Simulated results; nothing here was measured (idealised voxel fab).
Process module, titled voxel capacitor over wiring
It is cross-section cut that appears here, measuring 295 nm in width, its square cells being 5 nm in size.
Cross-section layout: square cells on a grid; listed as bands, top to bottom; a band spans one or more cell rows. Each band's line starts with the height of the band's top and of its bottom, in nm. Then come its materials from left to right, each with its width in nm. One material with "throughout" fills the band from edge to edge. "empty" is empty space. Measure heights from 0. That's the level where, below it, the as-received wafer is all one material. The lowest band is bottomless and extends downward; write it as in "from 0 down". Read "30 to 40" as a graded width: first number on top, second number at the bottom, same change between each pair of neighbouring rows. Where the words "remained the same" appear for a step, the cross-section shows no cell changed by that step; every cell remained as before. "Voids, fully enclosed" lists enclosed empty spaces (at least 8 cells, no open path upward to the top), each as width x height at distance from the left edge, in nm. That trailing text on a step's line, after the settings, is the simulator's own remark on the step. "overlay nm" denotes, for a step that has a mask, the displacement of the mask to the right of its planned place, with negative values corresponding to the left.

### The process steps that were planned are listed below
step 1: op RECEIVE | material Si
step 2: op CONFORMAL_DEP | material SiO2 | thk nm 10
step 3: op CONFORMAL_DEP | material SiN | thk nm 5
step 4: op DIRECTIONAL_DEP | material lowk | thk nm 25
step 5: op MASKED_ETCH | tone open | mask id METAL_1 | width nm 20 | pitch nm 85 | etch materials lowk | depth nm 25 | overlay nm 0
step 6: op MASKED_ETCH | tone open | mask id METAL_1 | width nm 20 | pitch nm 85 | etch materials SiN | depth nm 5 | overlay nm 0
step 7: op CONFORMAL_DEP | material TiN | thk nm 5
step 8: op FILL_DEP | material Cu | thk nm 5
step 9: op CMP | height nm 40
step 10: op CONFORMAL_DEP | material SiCN | thk nm 5
step 11: op DIRECTIONAL_DEP | material lowk | thk nm 10
step 12: op MASKED_ETCH | tone open | mask id PLUG_1 | width nm 15 | etch materials lowk | depth nm 10 | overlay nm 0
step 13: op MASKED_ETCH | tone open | mask id PLUG_1 | width nm 15 | etch materials SiCN | depth nm 5 | overlay nm 0
step 14: op EPI | material Ru | thk nm 10
step 15: op EPI | material Ru | thk nm 5
step 16: op DIRECTIONAL_DEP | material TiN | thk nm 10
step 17: op DIRECTIONAL_DEP | material SiN | thk nm 5
step 18: op DIRECTIONAL_DEP | material TiN | thk nm 5
step 19: op DIRECTIONAL_DEP | material aC | thk nm 15
step 20: op PATTERN | tone cover | mask id UPPER_PLATE | material resist | width nm 70 | thk nm 30 | overlay nm 0
step 21: op DIRECTIONAL_ETCH | etch materials aC | depth nm 15
step 22: op STRIP | etch materials resist
step 23: op DIRECTIONAL_ETCH | etch materials TiN | depth nm 5
step 24: op DIRECTIONAL_ETCH | etch materials SiN | depth nm 5
step 25: op STRIP | etch materials aC
step 26: op DIRECTIONAL_DEP | material aC | thk nm 15
step 27: op PATTERN | tone cover | mask id LOWER_PLATE | material resist | width nm 80 | thk nm 30 | overlay nm 0
step 28: op DIRECTIONAL_ETCH | etch materials aC | depth nm 15
step 29: op STRIP | etch materials resist
step 30: op DIRECTIONAL_ETCH | etch materials TiN | depth nm 10
step 31: op STRIP | etch materials aC
step 32: op FILL_DEP | material SiO2 | thk nm 15
step 33: op CMP | height nm 85
step 34: op PATTERN | tone open | mask id PLUG_2 | material resist | width nm 15 | thk nm 15 | overlay nm 0
step 35: op DIRECTIONAL_ETCH | etch materials SiO2 | depth nm 10
step 36: op STRIP | etch materials resist
step 37: op CONFORMAL_DEP | material TiN | thk nm 5
step 38: op FILL_DEP | material W | thk nm 5
step 39: op CMP | height nm 85
step 40: op CONFORMAL_DEP | material SiCN | thk nm 5

### as received, after step 1
> from 0 down  Si throughout
> Voids, fully enclosed: none

### Here's the cross-section of the first of our two wafers at the end of the module - it ran as planned
> from 90 to 85  SiCN throughout
> from 85 to 80  110 SiO2; 5 TiN; 5 W; 5 TiN; 170 SiO2
> from 80 to 70  110 to 100 SiO2; 15 to 70 TiN; 170 to 125 SiO2
> from 70 to 65  100 SiO2; 70 SiN; 125 SiO2
> from 65 to 55  95 SiO2; 80 TiN; 120 SiO2
> from 55 to 45  100 lowk; 15 Ru; 180 lowk
> from 45 to 40  100 SiCN; 15 Ru; 180 SiCN
> from 40 to 15  95 lowk; 5 TiN; 10 Cu; 5 TiN; 65 lowk; 5 TiN; 10 Cu; 5 TiN; 95 lowk
> from 15 to 10  95 SiN; 20 TiN; 65 SiN; 20 TiN; 95 SiN
> from 10 to 0  SiO2 throughout
> from 0 down  Si throughout
> Voids, fully enclosed: none

### Presented here is a cross-section of the second of the two wafers as it stood at the end of the module. It was started in the same manner and assigned the same plan as the first wafer; however, one mistake was made in its execution
> from 90 to 85  SiCN throughout
> from 85 to 80  110 SiO2; 5 TiN; 5 W; 5 TiN; 170 SiO2
> from 80 to 70  110 to 100 SiO2; 15 to 70 TiN; 170 to 125 SiO2
> from 70 to 65  100 SiO2; 70 SiN; 125 SiO2
> from 65 to 55  95 SiO2; 80 TiN; 120 SiO2
> from 55 to 45  100 lowk; 15 Ru; 180 lowk
> from 45 to 40  100 SiCN; 15 Ru; 180 SiCN
> from 40 to 35  100 TiN; 10 Cu; 75 TiN; 10 Cu; 100 TiN
> from 35 to 10  95 lowk; 5 TiN; 10 Cu; 5 TiN; 65 lowk; 5 TiN; 10 Cu; 5 TiN; 95 lowk
> from 10 to 5  95 SiN; 20 TiN; 65 SiN; 20 TiN; 95 SiN
> from 5 to 0  SiO2 throughout
> from 0 down  Si throughout
> Voids, fully enclosed: none
Diagnosis: contrary to plan, step 2 was performed as op CONFORMAL_DEP | material SiO2 | thk nm 5
Wafer comparison, final, in cells, second relative to first, materials more or fewer: 4 more of Cu, 59 fewer of SiO2, 55 more of TiN
